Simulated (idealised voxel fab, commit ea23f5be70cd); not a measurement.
Process module heading - voxel capacitor over wiring
Square cells of 5 nm make up the cross-section cut, whose width is 235 nm.
When this document writes out a cross-section, it uses a grid of square cells and lists it as bands, beginning at the top and moving down, with a band standing for one or more rows of cells.
Basically the band line says how high the top is and how high the bottom is, in nm, and then what's in it from left to right, every material with its width in nm. Empty space shows up as "blank", and if a single material carries "edge to edge" it runs the full band edge to edge.
Measure heights from 0. That's the level where, below it, the as-received wafer is all one material. The lowest band is bottomless and extends downward; write it as in "0 down".
Think of "30->40" as a width that walks from the first number to the second as you go down the band, top row to bottom row, taking equal-sized steps from row to row.
"no modifications" after a step means that no cell of the cross-section changed.
Under "Closed void entries" you'll find the enclosed gaps, the ones with no way out to the top, that are 8 cells or bigger; each reads width x height at distance, with distance counted from the left edge, everything in nm.
Step line, after settings: the simulator's comment on this step.
"overlay nm", when on a step's line for a step with a mask, measures how far to the right of its planned place the mask lay; a negative measure means to the left.

**The steps planned for the process are as follows**
- 1: RECEIVE [material Si]
- 2: CONFORMAL_DEP [material SiO2] [thk nm 10]
- 3: DIRECTIONAL_DEP [material TiN] [thk nm 5]
- 4: DIRECTIONAL_DEP [material Ru] [thk nm 25]
- 5: DIRECTIONAL_DEP [material aC] [thk nm 10]
- 6: PATTERN [tone cover] [mask id METAL_1] [material resist] [width nm 30] [pitch nm 90] [thk nm 25] [overlay nm 0]
- 7: DIRECTIONAL_ETCH [etch materials aC] [depth nm 10]
- 8: STRIP [etch materials resist]
- 9: DIRECTIONAL_ETCH [etch materials Ru] [depth nm 25]
- 10: DIRECTIONAL_ETCH [etch materials TiN] [depth nm 5]
- 11: STRIP [etch materials aC]
- 12: CONFORMAL_DEP [material SiN] [thk nm 5]
- 13: FILL_DEP [material SiO2] [thk nm 5]
- 14: CMP [height nm 40]
- 15: CONFORMAL_DEP [material SiCN] [thk nm 5]
- 16: DIRECTIONAL_DEP [material lowk] [thk nm 10]
- 17: DIRECTIONAL_DEP [material aC] [thk nm 10]
- 18: PATTERN [tone open] [mask id PLUG_1] [material resist] [width nm 15] [thk nm 25] [overlay nm 0]
- 19: DIRECTIONAL_ETCH [etch materials aC] [depth nm 10]
- 20: STRIP [etch materials resist]
- 21: DIRECTIONAL_ETCH [etch materials lowk] [depth nm 10]
- 22: DIRECTIONAL_ETCH [etch materials SiCN] [depth nm 5]
- 23: STRIP [etch materials aC]
- 24: EPI [material Ru] [thk nm 10]
- 25: EPI [material Ru] [thk nm 5]
- 26: DIRECTIONAL_DEP [material TiN] [thk nm 10]
- 27: DIRECTIONAL_DEP [material Al2O3] [thk nm 5]
- 28: DIRECTIONAL_DEP [material TiN] [thk nm 10]
- 29: PATTERN [tone cover] [mask id UPPER_PLATE] [material resist] [width nm 65] [thk nm 20] [overlay nm 0]
- 30: DIRECTIONAL_ETCH [etch materials TiN] [depth nm 10]
- 31: DIRECTIONAL_ETCH [etch materials Al2O3] [depth nm 5]
- 32: STRIP [etch materials resist]
- 33: DIRECTIONAL_DEP [material aC] [thk nm 15]
- 34: PATTERN [tone cover] [mask id LOWER_PLATE] [material resist] [width nm 75] [thk nm 35] [overlay nm 0]
- 35: DIRECTIONAL_ETCH [etch materials aC] [depth nm 15]
- 36: STRIP [etch materials resist]
- 37: DIRECTIONAL_ETCH [etch materials TiN] [depth nm 10]
- 38: STRIP [etch materials aC]
- 39: FILL_DEP [material SiO2] [thk nm 15]
- 40: CMP [height nm 90]
- 41: MASKED_ETCH [tone open] [mask id PLUG_2] [width nm 15] [etch materials SiO2] [depth nm 10] [overlay nm 0]
- 42: CONFORMAL_DEP [material TiN] [thk nm 5]
- 43: FILL_DEP [material W] [thk nm 5]
- 44: CMP [height nm 90]
- 45: CONFORMAL_DEP [material SiCN] [thk nm 5]

**as received, after step 1**
	0 down: Si edge to edge
	Closed void entries: none

**Result of the module, cross-sectioned: start per above, plan per above, one error in how it was run**
	95 to 90: SiCN edge to edge
	90 to 85: 80 nm SiO2  5 nm TiN  5 nm W  5 nm TiN  140 nm SiO2
	85 to 80: 80 nm SiO2  15 nm TiN  140 nm SiO2
	80 to 75: SiO2 edge to edge
	75 to 70: 70 nm SiO2  65 nm TiN  100 nm SiO2
	70 to 65: 70 nm SiO2  65 nm Al2O3  100 nm SiO2
	65 to 55: 65 nm SiO2  75 nm TiN  95 nm SiO2
	55 to 45: 70 nm lowk  15 nm Ru  150 nm lowk
	45 to 40: 70 nm SiCN  15 nm Ru  150 nm SiCN
	40 to 15: 50 nm SiO2  5 nm SiN  30 nm Ru  5 nm SiN  50 nm SiO2  5 nm SiN  30 nm Ru  5 nm SiN  55 nm SiO2
	15 to 10: 55 nm SiN  30 nm TiN  60 nm SiN  30 nm TiN  60 nm SiN
	10 to 0: SiO2 edge to edge
	0 down: Si edge to edge
	Closed void entries: none
Error vs. plan: the process deviated at step 28: the operation and settings actually run there were DIRECTIONAL_DEP [material TiN] [thk nm 5]
